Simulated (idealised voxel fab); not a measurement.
Title: Process Module voxel released beams
Pictured: cross-section cut, 225 nm wide, on a grid of 5 nm square cells.
Cross-sections here: square-cell grids, written as top-down lists of bands, a band being one or more rows of cells. Each band's line starts with the height of the band's top and of its bottom, in nm. Then come its materials from left to right, each with its width in nm. One material with "everywhere" fills the band from edge to edge. "empty" is empty space. The reference from which all heights are counted is 0, the level beneath which the as-received wafer is entirely one material; the lowest band, having no lower bound, proceeds downward and is written after the example "0..down". It should be noted that a width expressed as "30->40" varies in equal increments from row to row of cells within the band, taking the value of the first number at the top row and that of the second number at the bottom row. "nothing changed" means the step left every cell of the cross-section as it was. Listed in "Enclosed internal cavities": every empty space of 8 or more cells without an open way to the top. Form: width x height at distance, the distance being from the left edge, all in nm. Text after the settings on a step's line: the simulator's own remark on that step. overlay nm: step with mask; distance mask lay right of planned place; negative value = left of planned place.

# Process steps (planned)
| 1 | RECEIVE | material Si |
| 2 | CONFORMAL_DEP | material Al2O3 | thk nm 5 |
| 3 | DIRECTIONAL_DEP | material SiO2 | thk nm 20 |
| 4 | MASKED_ETCH | tone open | mask id ANCHOR | width nm 40 | etch materials SiO2 | depth nm 20 | overlay nm 0 |
| 5 | CONFORMAL_DEP | material SiN | thk nm 15 |
| 6 | MASKED_ETCH | tone cover | mask id BEAM | width nm 120 | etch materials SiN | depth nm 15 | overlay nm 0 |
| 7 | STRIP | etch materials SiO2 |

# Cross-section, incoming material, after step 1
0..down = Si everywhere
Enclosed internal cavities: none

# First wafer of two, sectioned at end of module; run went per plan
40..25 = 50 nm empty  20 nm SiN  10 nm empty  90 nm SiN  55 nm empty
25..20 = 55 nm empty  15 nm SiN  10 nm empty  15 nm SiN  130 nm empty
20..5 = 55 nm empty  40 nm SiN  130 nm empty
5..0 = Al2O3 everywhere
0..down = Si everywhere
Enclosed internal cavities: none

# Cross-section at end of module for the second wafer of two, which matched the first in starting point and plan and differed by one mistake in its processing
25..5 = 55 nm empty  15 nm SiN  10 nm empty  15 nm SiN  130 nm empty
5..0 = Al2O3 everywhere
0..down = Si everywhere
Enclosed internal cavities: none
what went wrong: rather than as planned, step 6 actually ran as MASKED_ETCH | tone open | mask id BEAM | width nm 120 | etch materials SiN | depth nm 15 | overlay nm 0
Final cells, second wafer relative to first, materials higher or lower: SiN -72
